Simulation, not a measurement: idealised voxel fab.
process module | voxel self aligned vias
Cross-section cut spans 210 nm and uses square cells 5 nm in size.
Format of a cross-section: grid, square cells. Given as bands. Order: top down. Band: one or more rows of cells.
Basically the band line says how high the top is and how high the bottom is, in nm, and then what's in it from left to right, every material with its width in nm. Empty space shows up as "air", and if a single material carries "throughout" it runs the full band edge to edge.
Convention: height 0 is the level below which the wafer, as received, is all one material. The lowest band does not terminate at the bottom but continues downward, represented as "0 and below".
A two-number width, for instance "30 to 40", indicates that the width is equal to the first number in the top row of the band and to the second number in the bottom row, and that it changes by a constant amount per row of cells.
Where a step carries "no alterations made", the cross-section came out of it unchanged, cell for cell.
Basically, "Enclosed cavities" tells you about the enclosed voids: empty spaces with no open way to the top, 8 cells or bigger, each written width x height at distance, where distance is from the left edge, all in nm.
Past the settings on a step's line: simulator remark, on that step.
When a step includes a mask, the "overlay nm" setting on its line states how far to the right of its planned place that mask lay, and negative values state how far to the left.
### List of planned process steps
1: RECEIVE | material Si
2: CONFORMAL_DEP | material SiO2 | thk nm 15
3: CONFORMAL_DEP | material SiCN | thk nm 5
4: DIRECTIONAL_DEP | material SiO2 | thk nm 20
5: PATTERN | tone open | mask id LINES | material resist | width nm 30 | pitch nm 80 | thk nm 15 | overlay nm 0
6: DIRECTIONAL_ETCH | etch materials SiO2 | depth nm 20
7: STRIP | etch materials resist
8: CONFORMAL_DEP | material TiN | thk nm 5
9: FILL_DEP | material Ru | thk nm 5
10: CMP | height nm 40
11: SELECTIVE_ETCH | etch materials W Ru TiN | depth nm 5
12: FILL_DEP | material SiN | thk nm 10
13: CMP | height nm 40
14: DIRECTIONAL_DEP | material SiO2 | thk nm 15
15: MASKED_ETCH | tone open | mask id VIAS | width nm 50 | pitch nm 80 | etch materials SiO2 | depth nm 15 | overlay nm 0
16: MASKED_ETCH | tone open | mask id VIAS | width nm 50 | pitch nm 80 | etch materials SiN | depth nm 5 | overlay nm 0
17: CONFORMAL_DEP | material TiN | thk nm 5
18: FILL_DEP | material Cu | thk nm 5
19: CMP | height nm 55
20: CONFORMAL_DEP | material SiCN | thk nm 5
### The first of a set of two wafers, run to plan
### Incoming wafer, cross-sectional view, post step 1
	0 and below: Si throughout
	Enclosed cavities: none
### Upon completion of step 2, the wafer appears in cross-section as shown
	15 down to 0: SiO2 throughout
	Under 0: no change, same as before.
### Upon completion of step 3, the wafer appears in cross-section as shown
	20 down to 15: SiCN throughout
	Under 15: no change, same as before.
### Upon completion of step 4, the wafer appears in cross-section as shown
	40 down to 20: SiO2 throughout
	Under 20: no change, same as before.
### Upon completion of step 5, the wafer appears in cross-section as shown
	55 down to 40: resist 50, air 30, resist 50, air 30, resist 50
	Under 40: no change, same as before.
### Upon completion of step 6, the wafer appears in cross-section as shown
	55 down to 40: resist 50, air 30, resist 50, air 30, resist 50
	40 down to 20: SiO2 50, air 30, SiO2 50, air 30, SiO2 50
	Under 20: no change, same as before.
### Upon completion of step 7, the wafer appears in cross-section as shown
	40 down to 20: SiO2 50, air 30, SiO2 50, air 30, SiO2 50
	Under 20: no change, same as before.
### Upon completion of step 8, the wafer appears in cross-section as shown
	45 down to 40: TiN 55, air 20, TiN 60, air 20, TiN 55
	40 down to 25: SiO2 50, TiN 5, air 20, TiN 5, SiO2 50, TiN 5, air 20, TiN 5, SiO2 50
	25 down to 20: SiO2 50, TiN 30, SiO2 50, TiN 30, SiO2 50
	Under 20: no change, same as before.
### Upon completion of step 9, the wafer appears in cross-section as shown
	50 down to 45: Ru throughout
	45 down to 40: TiN 55, Ru 20, TiN 60, Ru 20, TiN 55
	40 down to 25: SiO2 50, TiN 5, Ru 20, TiN 5, SiO2 50, TiN 5, Ru 20, TiN 5, SiO2 50
	Under 25: no change, same as before.
### Upon completion of step 10, the wafer appears in cross-section as shown
	40 down to 25: SiO2 50, TiN 5, Ru 20, TiN 5, SiO2 50, TiN 5, Ru 20, TiN 5, SiO2 50
	Under 25: no change, same as before.
### Upon completion of step 11, the wafer appears in cross-section as shown
	40 down to 35: SiO2 50, air 30, SiO2 50, air 30, SiO2 50
	Under 35: no change, same as before.
### Upon completion of step 12, the wafer appears in cross-section as shown
	50 down to 40: SiN throughout
	40 down to 35: SiO2 50, SiN 30, SiO2 50, SiN 30, SiO2 50
	Under 35: no change, same as before.
### Upon completion of step 13, the wafer appears in cross-section as shown
	40 down to 35: SiO2 50, SiN 30, SiO2 50, SiN 30, SiO2 50
	Under 35: no change, same as before.
### Upon completion of step 14, the wafer appears in cross-section as shown
	55 down to 40: SiO2 throughout
	Under 40: no change, same as before.
### Upon completion of step 15, the wafer appears in cross-section as shown
	55 down to 40: SiO2 40, air 50, SiO2 30, air 50, SiO2 40
	Under 40: no change, same as before.
### Upon completion of step 16, the wafer appears in cross-section as shown
	55 down to 40: SiO2 40, air 50, SiO2 30, air 50, SiO2 40
	40 down to 35: SiO2 50, air 30, SiO2 50, air 30, SiO2 50
	Under 35: no change, same as before.
### Upon completion of step 17, the wafer appears in cross-section as shown
	60 down to 55: TiN 45, air 40, TiN 40, air 40, TiN 45
	55 down to 45: SiO2 40, TiN 5, air 40, TiN 5, SiO2 30, TiN 5, air 40, TiN 5, SiO2 40
	45 down to 40: SiO2 40, TiN 15, air 20, TiN 15, SiO2 30, TiN 15, air 20, TiN 15, SiO2 40
	40 down to 35: SiO2 50, TiN 30, SiO2 50, TiN 30, SiO2 50
	Under 35: no change, same as before.
### Upon completion of step 18, the wafer appears in cross-section as shown
	65 down to 60: Cu throughout
	60 down to 55: TiN 45, Cu 40, TiN 40, Cu 40, TiN 45
	55 down to 45: SiO2 40, TiN 5, Cu 40, TiN 5, SiO2 30, TiN 5, Cu 40, TiN 5, SiO2 40
	45 down to 40: SiO2 40, TiN 15, Cu 20, TiN 15, SiO2 30, TiN 15, Cu 20, TiN 15, SiO2 40
	Under 40: no change, same as before.
### Upon completion of step 19, the wafer appears in cross-section as shown
	55 down to 45: SiO2 40, TiN 5, Cu 40, TiN 5, SiO2 30, TiN 5, Cu 40, TiN 5, SiO2 40
	Under 45: no change, same as before.
### Upon completion of step 20, the wafer appears in cross-section as shown
	60 down to 55: SiCN throughout
	Under 55: no change, same as before.
### Regarding the second of the two wafers: it shared the first wafer's starting condition and process plan, yet one error occurred during its execution. Its history coincides with that of the first wafer up to and including step 2
The second wafer in cross-section, at the planned close of step 3: no alterations made
### The second wafer in cross-section, at the planned close of step 4
	35 down to 0: SiO2 throughout
	Under 0: no change, same as before.
### The second wafer in cross-section, at the planned close of step 5
	50 down to 35: resist 50, air 30, resist 50, air 30, resist 50
	Under 35: no change, same as before.
### The second wafer in cross-section, at the planned close of step 6
	50 down to 35: resist 50, air 30, resist 50, air 30, resist 50
	35 down to 15: SiO2 50, air 30, SiO2 50, air 30, SiO2 50
	Under 15: no change, same as before.
### The second wafer in cross-section, at the planned close of step 7
	35 down to 15: SiO2 50, air 30, SiO2 50, air 30, SiO2 50
	Under 15: no change, same as before.
### The second wafer in cross-section, at the planned close of step 8
	40 down to 35: TiN 55, air 20, TiN 60, air 20, TiN 55
	35 down to 20: SiO2 50, TiN 5, air 20, TiN 5, SiO2 50, TiN 5, air 20, TiN 5, SiO2 50
	20 down to 15: SiO2 50, TiN 30, SiO2 50, TiN 30, SiO2 50
	Under 15: no change, same as before.
### The second wafer in cross-section, at the planned close of step 9
	45 down to 40: Ru throughout
	40 down to 35: TiN 55, Ru 20, TiN 60, Ru 20, TiN 55
	35 down to 20: SiO2 50, TiN 5, Ru 20, TiN 5, SiO2 50, TiN 5, Ru 20, TiN 5, SiO2 50
	Under 20: no change, same as before.
### The second wafer in cross-section, at the planned close of step 10
	40 down to 35: TiN 55, Ru 20, TiN 60, Ru 20, TiN 55
	Under 35: no change, same as before.
### The second wafer in cross-section, at the planned close of step 11
	35 down to 20: SiO2 50, TiN 5, Ru 20, TiN 5, SiO2 50, TiN 5, Ru 20, TiN 5, SiO2 50
	Under 20: no change, same as before.
### The second wafer in cross-section, at the planned close of step 12
	45 down to 35: SiN throughout
	Under 35: no change, same as before.
### The second wafer in cross-section, at the planned close of step 13
	40 down to 35: SiN throughout
	Under 35: no change, same as before.
### The second wafer in cross-section, at the planned close of step 14
	55 down to 40: SiO2 throughout
	Under 40: no change, same as before.
### The second wafer in cross-section, at the planned close of step 15
	55 down to 40: SiO2 40, air 50, SiO2 30, air 50, SiO2 40
	Under 40: no change, same as before.
### The second wafer in cross-section, at the planned close of step 16
	55 down to 40: SiO2 40, air 50, SiO2 30, air 50, SiO2 40
	40 down to 35: SiN 40, air 50, SiN 30, air 50, SiN 40
	Under 35: no change, same as before.
### The second wafer in cross-section, at the planned close of step 17
	60 down to 55: TiN 45, air 40, TiN 40, air 40, TiN 45
	55 down to 40: SiO2 40, TiN 5, air 40, TiN 5, SiO2 30, TiN 5, air 40, TiN 5, SiO2 40
	40 down to 35: SiN 40, TiN 50, SiN 30, TiN 50, SiN 40
	Under 35: no change, same as before.
### The second wafer in cross-section, at the planned close of step 18
	65 down to 60: Cu throughout
	60 down to 55: TiN 45, Cu 40, TiN 40, Cu 40, TiN 45
	55 down to 40: SiO2 40, TiN 5, Cu 40, TiN 5, SiO2 30, TiN 5, Cu 40, TiN 5, SiO2 40
	Under 40: no change, same as before.
### The second wafer in cross-section, at the planned close of step 19
	55 down to 40: SiO2 40, TiN 5, Cu 40, TiN 5, SiO2 30, TiN 5, Cu 40, TiN 5, SiO2 40
	Under 40: no change, same as before.
### The second wafer in cross-section, at the planned close of step 20
	60 down to 55: SiCN throughout
	Under 55: no change, same as before.
Short version of what went wrong: step 3 was left out
At the finish, the second wafer shows more or fewer cells for some materials than the first does: +8 Cu, +8 Ru, -42 SiCN, +22 SiN, +4 TiN
